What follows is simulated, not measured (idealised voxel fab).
A process module follows: voxel wiring stack.
Cross-section cut spans 155 nm and uses square cells 5 nm in size.
If you're reading a cross-section in this doc, picture square cells in a grid; it comes to you as bands, top ones listed first down to the bottom, and a band can be one or more rows of cells. Basically the band line says how high the top is and how high the bottom is, in nm, and then what's in it from left to right, every material with its width in nm. Empty space shows up as "air", and if a single material carries "edge to edge" it runs the full band edge to edge. Zero point of the height axis is 0; under it, received wafer = one material. Lowest band: continues down indefinitely, "0..down". Read "30->40" as a graded width: first number on top, second number at the bottom, same change between each pair of neighbouring rows. Step marked "remained unchanged"? Then no cell in the cross-section changed in it. "Closed internal cavities": empty spaces of 8 cells or more with no open way to the top, each given as width x height at distance, distance from the left edge, all in nm. If you see something after the settings on a step's line, that's the simulator's own remark about that step. "overlay nm", when on a step's line for a step with a mask, measures how far to the right of its planned place the mask lay; a negative measure means to the left.
-- The process steps that were planned are listed below
1,RECEIVE (material Si)
2,CONFORMAL_DEP (material SiO2; thk nm 15)
3,DIRECTIONAL_DEP (material TiN; thk nm 5)
4,DIRECTIONAL_DEP (material Ru; thk nm 20)
5,PATTERN (tone cover; mask id METAL_1; material resist; width nm 20; pitch nm 35; thk nm 15; overlay nm 0)
6,DIRECTIONAL_ETCH (etch materials Ru; depth nm 20)
7,DIRECTIONAL_ETCH (etch materials TiN; depth nm 5)
8,STRIP (etch materials resist)
9,CONFORMAL_DEP (material SiN; thk nm 5)
10,FILL_DEP (material SiO2; thk nm 5)
11,CMP (height nm 40)
12,CONFORMAL_DEP (material SiCN; thk nm 5)
13,DIRECTIONAL_DEP (material SiO2; thk nm 10)
14,PATTERN (tone open; mask id PLUG_1; material resist; width nm 15; pitch nm 70; thk nm 15; overlay nm 0)
15,DIRECTIONAL_ETCH (etch materials SiO2; depth nm 10)
16,DIRECTIONAL_ETCH (etch materials SiCN; depth nm 5)
17,STRIP (etch materials resist)
18,CONFORMAL_DEP (material TiN; thk nm 5)
19,FILL_DEP (material Cu; thk nm 5)
20,CMP (height nm 55)
21,CONFORMAL_DEP (material SiN; thk nm 5)
22,DIRECTIONAL_DEP (material lowk; thk nm 25)
23,DIRECTIONAL_DEP (material aC; thk nm 15)
24,PATTERN (tone open; mask id METAL_2; material resist; width nm 20; pitch nm 35; thk nm 30; overlay nm 0)
25,DIRECTIONAL_ETCH (etch materials aC; depth nm 15)
26,STRIP (etch materials resist)
27,DIRECTIONAL_ETCH (etch materials lowk; depth nm 25)
28,DIRECTIONAL_ETCH (etch materials SiN; depth nm 5)
29,STRIP (etch materials aC)
30,CONFORMAL_DEP (material TiN; thk nm 5)
31,FILL_DEP (material Cu; thk nm 10)
32,CMP (height nm 85)
33,EPI (material Ru; thk nm 5)
34,FILL_DEP (material SiCN; thk nm 5)
35,DIRECTIONAL_DEP (material SiO2; thk nm 20)
36,PATTERN (tone open; mask id PLUG_2; material resist; width nm 15; pitch nm 35; thk nm 15; overlay nm 0)
37,DIRECTIONAL_ETCH (etch materials SiO2; depth nm 20)
38,DIRECTIONAL_ETCH (etch materials SiCN; depth nm 5)
39,STRIP (etch materials resist)
40,EPI (material Ru; thk nm 10)
41,EPI (material Ru; thk nm 10)
42,EPI (material Ru; thk nm 5)
43,CONFORMAL_DEP (material SiN; thk nm 5)
44,DIRECTIONAL_DEP (material lowk; thk nm 15)
45,MASKED_ETCH (tone open; mask id METAL_3; width nm 20; pitch nm 35; etch materials lowk; depth nm 15; overlay nm 0)
46,MASKED_ETCH (tone open; mask id METAL_3; width nm 20; pitch nm 35; etch materials SiN; depth nm 5; overlay nm 0)
47,CONFORMAL_DEP (material TiN; thk nm 5)
48,FILL_DEP (material Cu; thk nm 5)
49,CMP (height nm 135)
50,CONFORMAL_DEP (material SiN; thk nm 5)
-- Cross-section of the incoming wafer, state after step 1
0..down = Si edge to edge
Closed internal cavities: none
-- Wafer at module end, in section. Began as above, planned as above, run with one mistake
140..135 = SiN edge to edge
135..125 = 30 of lowk, 5 of TiN, 10 of Cu, 5 of TiN, 15 of lowk, 5 of TiN, 10 of Cu, 5 of TiN, 15 of lowk, 5 of TiN, 10 of Cu, 5 of TiN, 35 of lowk
125..120 = 30 of lowk, 20 of TiN, 15 of lowk, 20 of TiN, 15 of lowk, 20 of TiN, 35 of lowk
120..115 = 30 of SiN, 10 of TiN, 25 of SiN, 10 of TiN, 25 of SiN, 10 of TiN, 45 of SiN
115..95 = 30 of SiO2, 15 of Ru, 20 of SiO2, 15 of Ru, 20 of SiO2, 15 of Ru, 40 of SiO2
95..85 = 30->25 of SiCN, 15->30 of Ru, 20->5 of SiCN, 15->30 of Ru, 20->5 of SiCN, 15->30 of Ru, 40->30 of SiCN
85..60 = 30 of lowk, 5 of TiN, 10 of Cu, 5 of TiN, 15 of lowk, 5 of TiN, 10 of Cu, 5 of TiN, 15 of lowk, 5 of TiN, 10 of Cu, 5 of TiN, 35 of lowk
60..55 = 30 of SiN, 20 of TiN, 15 of SiN, 20 of TiN, 15 of SiN, 20 of TiN, 35 of SiN
55..45 = 30 of SiO2, 5 of TiN, 5 of Cu, 5 of TiN, 55 of SiO2, 5 of TiN, 5 of Cu, 5 of TiN, 40 of SiO2
45..40 = 30 of SiCN, 15 of TiN, 55 of SiCN, 15 of TiN, 40 of SiCN
40..20 = 25 of SiO2, 5 of SiN, 20 of Ru, 5 of SiN, 5 of SiO2, 5 of SiN, 20 of Ru, 5 of SiN, 5 of SiO2, 5 of SiN, 20 of Ru, 5 of SiN, 30 of SiO2
20..15 = 30 of SiN, 20 of TiN, 15 of SiN, 20 of TiN, 15 of SiN, 20 of TiN, 35 of SiN
15..0 = SiO2 edge to edge
0..down = Si edge to edge
Closed internal cavities: none
The plan and the run diverged here: step 46 off recipe, ran as MASKED_ETCH (tone open; mask id METAL_3; width nm 20; pitch nm 35; etch materials SiN; depth nm 5; overlay nm -10)
